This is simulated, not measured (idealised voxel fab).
Process module name: voxel capacitor over wiring
The cross-section on display is named cut; it measures 165 nm wide, and its cells are 5 nm squares.
Square cells in a grid make up a cross-section in this document, and the grid is given as bands, listed from the top down, each one or more rows of cells. Heads up on the band format: heights come first, top then bottom, in nm. After that it's the materials left to right, each with its width in nm. A single material flagged "full width" fills the whole band edge to edge, and "blank" means there's empty space there. Heads up on the height convention: 0 is the point under which the incoming wafer is all one material, and the lowest band has no bottom, it just keeps going down, like "from 0 down". A width given as "30->40" starts at the first number in the band's top row and ends at the second number in its bottom row, shifting by an equal amount at every step from row to row. The cross-section has no changed cell in any step marked "stayed the same". "Sealed void list" lists enclosed empty spaces (at least 8 cells, no open path upward to the top), each as width x height at distance from the left edge, in nm. Heads up: the bit after the settings on a step's line is the simulator's remark on that step. overlay nm: for a step with a mask, the amount by which the mask lay right of where it was planned; a negative amount means left of it.
# Process steps - plan
- 1: op RECEIVE | material Si
- 2: op CONFORMAL_DEP | material SiO2 | thk nm 10
- 3: op CONFORMAL_DEP | material SiN | thk nm 5
- 4: op DIRECTIONAL_DEP | material lowk | thk nm 20
- 5: op DIRECTIONAL_DEP | material aC | thk nm 15
- 6: op PATTERN | tone open | mask id METAL_1 | material resist | width nm 20 | pitch nm 90 | thk nm 35 | overlay nm 0
- 7: op DIRECTIONAL_ETCH | etch materials aC | depth nm 15
- 8: op STRIP | etch materials resist
- 9: op DIRECTIONAL_ETCH | etch materials lowk | depth nm 20
- 10: op DIRECTIONAL_ETCH | etch materials SiN | depth nm 5
- 11: op STRIP | etch materials aC
- 12: op CONFORMAL_DEP | material TiN | thk nm 5
- 13: op FILL_DEP | material Cu | thk nm 5
- 14: op CMP | height nm 35
- 15: op CONFORMAL_DEP | material SiCN | thk nm 5
- 16: op DIRECTIONAL_DEP | material lowk | thk nm 20
- 17: op PATTERN | tone open | mask id PLUG_1 | material resist | width nm 15 | thk nm 15 | overlay nm 0
- 18: op DIRECTIONAL_ETCH | etch materials lowk | depth nm 20
- 19: op DIRECTIONAL_ETCH | etch materials SiCN | depth nm 5
- 20: op STRIP | etch materials resist
- 21: op EPI | material Ru | thk nm 10
- 22: op EPI | material Ru | thk nm 10
- 23: op EPI | material Ru | thk nm 5
- 24: op DIRECTIONAL_DEP | material TiN | thk nm 5
- 25: op DIRECTIONAL_DEP | material HfO2 | thk nm 5
- 26: op DIRECTIONAL_DEP | material TiN | thk nm 5
- 27: op MASKED_ETCH | tone cover | mask id UPPER_PLATE | width nm 75 | etch materials TiN | depth nm 5 | overlay nm 0
- 28: op MASKED_ETCH | tone cover | mask id UPPER_PLATE | width nm 75 | etch materials HfO2 | depth nm 5 | overlay nm 0
- 29: op PATTERN | tone cover | mask id LOWER_PLATE | material resist | width nm 75 | thk nm 20 | overlay nm 0
- 30: op DIRECTIONAL_ETCH | etch materials TiN | depth nm 5
- 31: op STRIP | etch materials resist
- 32: op FILL_DEP | material SiO2 | thk nm 15
- 33: op CMP | height nm 85
- 34: op DIRECTIONAL_DEP | material aC | thk nm 10
- 35: op PATTERN | tone open | mask id PLUG_2 | material resist | width nm 15 | thk nm 30 | overlay nm 0
- 36: op DIRECTIONAL_ETCH | etch materials aC | depth nm 10
- 37: op STRIP | etch materials resist
- 38: op DIRECTIONAL_ETCH | etch materials SiO2 | depth nm 10
- 39: op STRIP | etch materials aC
- 40: op CONFORMAL_DEP | material TiN | thk nm 5
- 41: op FILL_DEP | material Cu | thk nm 10
- 42: op CMP | height nm 85
- 43: op CONFORMAL_DEP | material SiCN | thk nm 5
The width nm used in step 29 is not the same on every wafer, whereas the starting condition is; the value printed in the plan is the first wafer's.
# Cross-section of the first of several wafers on receipt, reflecting completion of step 1
- from 0 down | Si full width
- Sealed void list: none
# Heads up, this table goes wafer by wafer. A row tells you, at the end of the module, how many cells of each material that wafer has put on (+) or dropped (-) since it was received, and then its closed voids
width nm 75; +17 Cu; +15 HfO2; +15 Ru; +63 SiCN; +25 SiN; +180 SiO2; +59 TiN; +220 lowk; Sealed void list: none
width nm 80; +17 Cu; +15 HfO2; +15 Ru; +63 SiCN; +25 SiN; +179 SiO2; +60 TiN; +220 lowk; Sealed void list: none
width nm 85; +17 Cu; +15 HfO2; +15 Ru; +63 SiCN; +25 SiN; +178 SiO2; +61 TiN; +220 lowk; Sealed void list: none
width nm 90; +17 Cu; +15 HfO2; +15 Ru; +63 SiCN; +25 SiN; +177 SiO2; +62 TiN; +220 lowk; Sealed void list: none
width nm 95; +17 Cu; +15 HfO2; +15 Ru; +63 SiCN; +25 SiN; +176 SiO2; +63 TiN; +220 lowk; Sealed void list: none
width nm 100; +17 Cu; +15 HfO2; +15 Ru; +63 SiCN; +25 SiN; +175 SiO2; +64 TiN; +220 lowk; Sealed void list: none
